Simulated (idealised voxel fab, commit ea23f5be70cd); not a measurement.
process module | voxel transistor to metal
cross-section cut | 150 nm wide | cells 5 nm
A cross-section is a grid of square cells, given in bands from the top down. A band is one or more rows of cells.
Each band's line starts with the height of the band's top and of its bottom, in nm. Then come its materials from left to right, each with its width in nm. One material with "throughout" fills the band from edge to edge. "air" is empty space.
Height 0 is the level under which the wafer as received is all one material. The lowest band goes on downwards, as in "0 down".
A width such as "30 to 40" changes by the same amount from each row of cells to the next, from the band's top row to its bottom row.
"no change" after a step means that no cell of the cross-section changed.
closed voids: empty space of 8 cells or more with no open way to the top, each as width x height at its distance from the left edge, in nm
after a step's settings: what the simulator itself notes on the step
overlay nm, on a step with a mask: how far to the right of its planned place the mask lay; to the left if negative
plan
1 op RECEIVE | material Si
2 op OXIDIZE | depth nm 5
3 op CONFORMAL_DEP | material SiN | thk nm 15
4 op MASKED_ETCH | tone cover | mask id ACTIVE | width nm 105 | etch materials SiN | depth nm 15 | overlay nm 0
5 op MASKED_ETCH | tone cover | mask id ACTIVE | width nm 105 | etch materials SiO2 | depth nm 5 | overlay nm 0
6 op MASKED_ETCH | tone cover | mask id ACTIVE | width nm 105 | etch materials Si | depth nm 35 | overlay nm 0
7 op OXIDIZE | depth nm 5
8 op FILL_DEP | material SiO2 | thk nm 5
9 op CMP | height nm 15
10 op SELECTIVE_ETCH | etch materials SiO2 | depth nm 10
11 op STRIP | etch materials SiN
12 op SELECTIVE_ETCH | etch materials SiO2 | depth nm 5
13 op OXIDIZE | depth nm 5
14 op DIRECTIONAL_DEP | material polySi | thk nm 20
15 op DIRECTIONAL_DEP | material SiCN | thk nm 10
16 op MASKED_ETCH | tone cover | mask id GATE | width nm 25 | etch materials SiCN | depth nm 20 | overlay nm 0
17 op MASKED_ETCH | tone cover | mask id GATE | width nm 25 | etch materials polySi | depth nm 30 | overlay nm 0
18 op CONFORMAL_DEP | material SiN | thk nm 10
19 op DIRECTIONAL_ETCH | etch materials SiN | depth nm 10
20 op DIRECTIONAL_ETCH | etch materials SiO2 | depth nm 5
21 op DIRECTIONAL_ETCH | etch materials Si | depth nm 15
22 op EPI | material nSi | thk nm 15
23 op FILL_DEP | material SiO2 | thk nm 10
24 op CMP | height nm 25
25 op DIRECTIONAL_DEP | material SiO2 | thk nm 15
26 op PATTERN | tone open | mask id CONTACT | material resist | width nm 15 | pitch nm 80 | thk nm 15 | overlay nm 0
27 op DIRECTIONAL_ETCH | etch materials SiO2 | depth nm 50
28 op STRIP | etch materials resist
29 op CONFORMAL_DEP | material TiN | thk nm 5
30 op FILL_DEP | material W | thk nm 10
31 op CMP | height nm 40
32 op CONFORMAL_DEP | material SiN | thk nm 5
33 op DIRECTIONAL_DEP | material lowk | thk nm 25
34 op DIRECTIONAL_DEP | material aC | thk nm 10
35 op PATTERN | tone open | mask id METAL_1 | material resist | width nm 15 | pitch nm 80 | thk nm 25 | overlay nm 0
36 op DIRECTIONAL_ETCH | etch materials aC | depth nm 10
37 op STRIP | etch materials resist
38 op DIRECTIONAL_ETCH | etch materials lowk | depth nm 25
39 op DIRECTIONAL_ETCH | etch materials SiN | depth nm 5
40 op STRIP | etch materials aC
41 op CONFORMAL_DEP | material TiN | thk nm 5
42 op FILL_DEP | material Cu | thk nm 5
43 op CMP | height nm 70
44 op CONFORMAL_DEP | material SiN | thk nm 5
as received, after step 1
  0 down: Si throughout
  closed voids: none
a wafer at the end: this start, this plan, one mistake
  75 to 70: SiN throughout
  70 to 45: lowk 25 | TiN 5 | Cu 5 | TiN 5 | lowk 65 | TiN 5 | Cu 5 | TiN 5 | lowk 30
  45 to 40: SiN 25 | TiN 15 | SiN 65 | TiN 15 | SiN 30
  40 to 35: W throughout
  35 to 30: TiN 30 | W 5 | TiN 75 | W 5 | TiN 35
  30 to 25: SiO2 25 | TiN 5 | W 5 | TiN 5 | SiO2 65 | TiN 5 | W 5 | TiN 5 | SiO2 30
  25 to 15: SiO2 25 | TiN 5 | W 5 | TiN 5 | SiO2 10 | SiN 10 | SiCN 25 | SiN 10 | SiO2 10 | TiN 5 | W 5 | TiN 5 | SiO2 30
  15 to 10: SiO2 25 | TiN 5 | W 5 | TiN 5 | SiO2 10 | SiN 10 | polySi 25 | SiN 10 | SiO2 10 | TiN 5 | W 5 | TiN 5 | SiO2 30
  10 to 5: SiO2 25 | TiN 15 | SiO2 10 | SiN 10 | polySi 25 | SiN 10 | SiO2 10 | TiN 15 | SiO2 30
  5 to 0: SiO2 25 | TiN 10 | nSi 15 | SiN 10 | polySi 25 | SiN 10 | nSi 15 | TiN 10 | SiO2 30
  0 to -5: SiO2 15 | SiN 10 | TiN 10 | nSi 15 | SiN 10 | polySi 25 | SiN 10 | nSi 15 | TiN 10 | SiN 10 | SiO2 20
  -5 to -10: SiO2 25 | TiN 10 | nSi 15 | SiO2 45 | nSi 15 | TiN 10 | SiO2 30
  -10 to -25: SiO2 25 | nSi 25 | Si 45 | nSi 25 | SiO2 30
  -25 to -45: SiO2 25 | Si 95 | SiO2 30
  -45 down: Si throughout
  closed voids: none
what went wrong: step 25 ran as: op DIRECTIONAL_DEP | material SiO2 | thk nm 5
